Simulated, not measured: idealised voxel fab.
process module | voxel capacitor over wiring
cross-section cut | 200 nm wide | cells 5 nm
A cross-section is a grid of square cells, given in bands from the top down. A band is one or more rows of cells.
Each band's line starts with the height of the band's top and of its bottom, in nm. Then come its materials from left to right, each with its width in nm. One material with "throughout" fills the band from edge to edge. "air" is empty space.
Height 0 is the level under which the wafer as received is all one material. The lowest band goes on downwards, as in "0 down".
A width such as "30 to 40" changes by the same amount from each row of cells to the next, from the band's top row to its bottom row.
"no change" after a step means that no cell of the cross-section changed.
closed voids: empty space of 8 cells or more with no open way to the top, each as width x height at its distance from the left edge, in nm
after a step's settings: what the simulator itself notes on the step
overlay nm, on a step with a mask: how far to the right of its planned place the mask lay; to the left if negative
plan
1 op RECEIVE | material Si
2 op CONFORMAL_DEP | material SiO2 | thk nm 15
3 op DIRECTIONAL_DEP | material TiN | thk nm 5
4 op DIRECTIONAL_DEP | material Ru | thk nm 20
5 op DIRECTIONAL_DEP | material aC | thk nm 10
6 op PATTERN | tone cover | mask id METAL_1 | material resist | width nm 30 | pitch nm 100 | thk nm 25 | overlay nm 0
7 op DIRECTIONAL_ETCH | etch materials aC | depth nm 10
8 op STRIP | etch materials resist
9 op DIRECTIONAL_ETCH | etch materials Ru | depth nm 20
10 op DIRECTIONAL_ETCH | etch materials TiN | depth nm 5
11 op STRIP | etch materials aC
12 op FILL_DEP | material lowk | thk nm 10
13 op CMP | height nm 40
14 op CONFORMAL_DEP | material SiCN | thk nm 5
15 op DIRECTIONAL_DEP | material lowk | thk nm 15
16 op DIRECTIONAL_DEP | material aC | thk nm 15
17 op PATTERN | tone open | mask id PLUG_1 | material resist | width nm 15 | thk nm 35 | overlay nm 0
18 op DIRECTIONAL_ETCH | etch materials aC | depth nm 15
19 op STRIP | etch materials resist
20 op DIRECTIONAL_ETCH | etch materials lowk | depth nm 15
21 op DIRECTIONAL_ETCH | etch materials SiCN | depth nm 5
22 op STRIP | etch materials aC
23 op EPI | material Ru | thk nm 10
24 op EPI | material Ru | thk nm 10
25 op DIRECTIONAL_DEP | material TiN | thk nm 10
26 op DIRECTIONAL_DEP | material Al2O3 | thk nm 5
27 op DIRECTIONAL_DEP | material TiN | thk nm 5
28 op PATTERN | tone cover | mask id UPPER_PLATE | material resist | width nm 75 | thk nm 15 | overlay nm 0
29 op DIRECTIONAL_ETCH | etch materials TiN | depth nm 5
30 op DIRECTIONAL_ETCH | etch materials Al2O3 | depth nm 5
31 op STRIP | etch materials resist
32 op DIRECTIONAL_DEP | material aC | thk nm 10
33 op PATTERN | tone cover | mask id LOWER_PLATE | material resist | width nm 85 | thk nm 25 | overlay nm 0
34 op DIRECTIONAL_ETCH | etch materials aC | depth nm 10
35 op STRIP | etch materials resist
36 op DIRECTIONAL_ETCH | etch materials TiN | depth nm 10
37 op STRIP | etch materials aC
38 op FILL_DEP | material SiO2 | thk nm 15
39 op CMP | height nm 90
40 op DIRECTIONAL_DEP | material aC | thk nm 15
41 op PATTERN | tone open | mask id PLUG_2 | material resist | width nm 15 | thk nm 30 | overlay nm 0
42 op DIRECTIONAL_ETCH | etch materials aC | depth nm 15
43 op STRIP | etch materials resist
44 op DIRECTIONAL_ETCH | etch materials SiO2 | depth nm 10
45 op STRIP | etch materials aC
46 op CONFORMAL_DEP | material TiN | thk nm 5
47 op FILL_DEP | material Ru | thk nm 10
48 op CMP | height nm 90
49 op CONFORMAL_DEP | material SiCN | thk nm 5
first wafer, as planned
as received, after step 1
  0 down: Si throughout
  closed voids: none
after step 2
  15 to 0: SiO2 throughout
  below 0: unchanged
after step 3
  20 to 15: TiN throughout
  below 15: unchanged
after step 4
  40 to 20: Ru throughout
  below 20: unchanged
after step 5
  50 to 40: aC throughout
  below 40: unchanged
after step 6
  75 to 50: air 35 | resist 30 | air 70 | resist 30 | air 35
  below 50: unchanged
after step 7
  65 to 50: air 35 | resist 30 | air 70 | resist 30 | air 35
  50 to 40: air 35 | aC 30 | air 70 | aC 30 | air 35
  below 40: unchanged
after step 8
  50 to 40: air 35 | aC 30 | air 70 | aC 30 | air 35
  below 40: unchanged
after step 9
  50 to 40: air 35 | aC 30 | air 70 | aC 30 | air 35
  40 to 20: air 35 | Ru 30 | air 70 | Ru 30 | air 35
  below 20: unchanged
after step 10
  50 to 40: air 35 | aC 30 | air 70 | aC 30 | air 35
  40 to 20: air 35 | Ru 30 | air 70 | Ru 30 | air 35
  20 to 15: air 35 | TiN 30 | air 70 | TiN 30 | air 35
  below 15: unchanged
after step 11
  40 to 20: air 35 | Ru 30 | air 70 | Ru 30 | air 35
  below 20: unchanged
after step 12
  50 to 40: lowk throughout
  40 to 20: lowk 35 | Ru 30 | lowk 70 | Ru 30 | lowk 35
  20 to 15: lowk 35 | TiN 30 | lowk 70 | TiN 30 | lowk 35
  below 15: unchanged
after step 13
  40 to 20: lowk 35 | Ru 30 | lowk 70 | Ru 30 | lowk 35
  below 20: unchanged
after step 14
  45 to 40: SiCN throughout
  below 40: unchanged
after step 15
  60 to 45: lowk throughout
  below 45: unchanged
after step 16
  75 to 60: aC throughout
  below 60: unchanged
after step 17
  110 to 75: resist 50 | air 15 | resist 135
  below 75: unchanged
after step 18
  95 to 75: resist 50 | air 15 | resist 135
  75 to 60: aC 50 | air 15 | aC 135
  below 60: unchanged
after step 19
  75 to 60: aC 50 | air 15 | aC 135
  below 60: unchanged
after step 20
  75 to 60: aC 50 | air 15 | aC 135
  60 to 45: lowk 50 | air 15 | lowk 135
  below 45: unchanged
after step 21
  75 to 60: aC 50 | air 15 | aC 135
  60 to 45: lowk 50 | air 15 | lowk 135
  45 to 40: SiCN 50 | air 15 | SiCN 135
  below 40: unchanged
after step 22
  60 to 45: lowk 50 | air 15 | lowk 135
  below 45: unchanged
after step 23
  60 to 50: lowk 50 | air 15 | lowk 135
  50 to 45: lowk 50 | Ru 15 | lowk 135
  45 to 40: SiCN 50 | Ru 15 | SiCN 135
  below 40: unchanged
after step 24
  60 to 45: lowk 50 | Ru 15 | lowk 135
  below 45: unchanged
after step 25
  70 to 60: TiN throughout
  below 60: unchanged
after step 26
  75 to 70: Al2O3 throughout
  below 70: unchanged
after step 27
  80 to 75: TiN throughout
  below 75: unchanged
after step 28
  95 to 80: air 50 | resist 75 | air 75
  below 80: unchanged
after step 29
  95 to 80: air 50 | resist 75 | air 75
  80 to 75: air 50 | TiN 75 | air 75
  below 75: unchanged
after step 30
  95 to 80: air 50 | resist 75 | air 75
  80 to 75: air 50 | TiN 75 | air 75
  75 to 70: air 50 | Al2O3 75 | air 75
  below 70: unchanged
after step 31
  80 to 75: air 50 | TiN 75 | air 75
  below 75: unchanged
after step 32
  90 to 80: air 50 | aC 75 | air 75
  80 to 75: aC 50 | TiN 75 | aC 75
  75 to 70: aC 50 | Al2O3 75 | aC 75
  below 70: unchanged
after step 33
  115 to 90: air 45 | resist 85 | air 70
  90 to 80: air 45 | resist 5 | aC 75 | resist 5 | air 70
  below 80: unchanged
after step 34
  105 to 90: air 45 | resist 85 | air 70
  90 to 80: air 45 | resist 5 | aC 75 | resist 5 | air 70
  80 to 75: air 45 | aC 5 | TiN 75 | aC 5 | air 70
  75 to 70: air 45 | aC 5 | Al2O3 75 | aC 5 | air 70
  below 70: unchanged
after step 35
  90 to 80: air 50 | aC 75 | air 75
  below 80: unchanged
after step 36
  90 to 80: air 50 | aC 75 | air 75
  80 to 75: air 45 | aC 5 | TiN 75 | aC 5 | air 70
  75 to 70: air 45 | aC 5 | Al2O3 75 | aC 5 | air 70
  70 to 60: air 45 | TiN 85 | air 70
  below 60: unchanged
after step 37
  80 to 75: air 50 | TiN 75 | air 75
  75 to 70: air 50 | Al2O3 75 | air 75
  below 70: unchanged
after step 38
  95 to 80: SiO2 throughout
  80 to 75: SiO2 50 | TiN 75 | SiO2 75
  75 to 70: SiO2 50 | Al2O3 75 | SiO2 75
  70 to 60: SiO2 45 | TiN 85 | SiO2 70
  below 60: unchanged
after step 39
  90 to 80: SiO2 throughout
  below 80: unchanged
after step 40
  105 to 90: aC throughout
  below 90: unchanged
after step 41
  135 to 105: resist 60 | air 15 | resist 125
  below 105: unchanged
after step 42
  120 to 105: resist 60 | air 15 | resist 125
  105 to 90: aC 60 | air 15 | aC 125
  below 90: unchanged
after step 43
  105 to 90: aC 60 | air 15 | aC 125
  below 90: unchanged
after step 44
  105 to 90: aC 60 | air 15 | aC 125
  90 to 80: SiO2 60 | air 15 | SiO2 125
  below 80: unchanged
after step 45
  90 to 80: SiO2 60 | air 15 | SiO2 125
  below 80: unchanged
after step 46
  95 to 90: TiN 65 | air 5 | TiN 130
  90 to 85: SiO2 60 | TiN 5 | air 5 | TiN 5 | SiO2 125
  85 to 75: SiO2 60 to 50 | TiN 15 to 75 | SiO2 125 to 75
  below 75: unchanged
after step 47
  105 to 95: Ru throughout
  95 to 90: TiN 65 | Ru 5 | TiN 130
  90 to 85: SiO2 60 | TiN 5 | Ru 5 | TiN 5 | SiO2 125
  below 85: unchanged
after step 48
  90 to 85: SiO2 60 | TiN 5 | Ru 5 | TiN 5 | SiO2 125
  below 85: unchanged
after step 49
  95 to 90: SiCN throughout
  below 90: unchanged
second wafer: like start, like plan, one mistake. Through step 32 it matches the first wafer
when step 33 should have ended
  115 to 90: resist 45 | air 85 | resist 70
  90 to 80: resist 45 | air 5 | aC 75 | air 5 | resist 70
  below 80: unchanged
when step 34 should have ended
  105 to 80: resist 45 | air 85 | resist 70
  80 to 75: aC 45 | air 5 | TiN 75 | air 5 | aC 70
  75 to 70: aC 45 | air 5 | Al2O3 75 | air 5 | aC 70
  below 70: unchanged
when step 35 should have ended
  80 to 75: aC 45 | air 5 | TiN 75 | air 5 | aC 70
  below 75: unchanged
when step 36 should have ended
  80 to 75: aC 45 | air 85 | aC 70
  75 to 70: aC 45 | air 5 | Al2O3 75 | air 5 | aC 70
  70 to 60: TiN 45 | air 5 | TiN 75 | air 5 | TiN 70
  below 60: unchanged
when step 37 should have ended
  75 to 70: air 50 | Al2O3 75 | air 75
  below 70: unchanged
when step 38 should have ended
  90 to 75: SiO2 throughout
  75 to 70: SiO2 50 | Al2O3 75 | SiO2 75
  70 to 60: TiN 45 | SiO2 5 | TiN 75 | SiO2 5 | TiN 70
  below 60: unchanged
when step 39 should have ended: no change
when step 40 should have ended
  105 to 90: aC throughout
  below 90: unchanged
when step 41 should have ended
  135 to 105: resist 60 | air 15 | resist 125
  below 105: unchanged
when step 42 should have ended
  120 to 105: resist 60 | air 15 | resist 125
  105 to 90: aC 60 | air 15 | aC 125
  below 90: unchanged
when step 43 should have ended
  105 to 90: aC 60 | air 15 | aC 125
  below 90: unchanged
when step 44 should have ended
  105 to 90: aC 60 | air 15 | aC 125
  90 to 80: SiO2 60 | air 15 | SiO2 125
  below 80: unchanged
when step 45 should have ended
  90 to 80: SiO2 60 | air 15 | SiO2 125
  below 80: unchanged
when step 46 should have ended
  95 to 90: TiN 65 | air 5 | TiN 130
  90 to 85: SiO2 60 | TiN 5 | air 5 | TiN 5 | SiO2 125
  85 to 80: SiO2 60 | TiN 15 | SiO2 125
  below 80: unchanged
when step 47 should have ended
  105 to 95: Ru throughout
  95 to 90: TiN 65 | Ru 5 | TiN 130
  90 to 85: SiO2 60 | TiN 5 | Ru 5 | TiN 5 | SiO2 125
  below 85: unchanged
when step 48 should have ended
  90 to 85: SiO2 60 | TiN 5 | Ru 5 | TiN 5 | SiO2 125
  below 85: unchanged
when step 49 should have ended
  95 to 90: SiCN throughout
  below 90: unchanged
what went wrong: step 33 ran as: op PATTERN | tone open | mask id LOWER_PLATE | material resist | width nm 85 | thk nm 25 | overlay nm 0
at the end the second wafer has, in cells: 27 fewer of SiO2 | 27 more of TiN
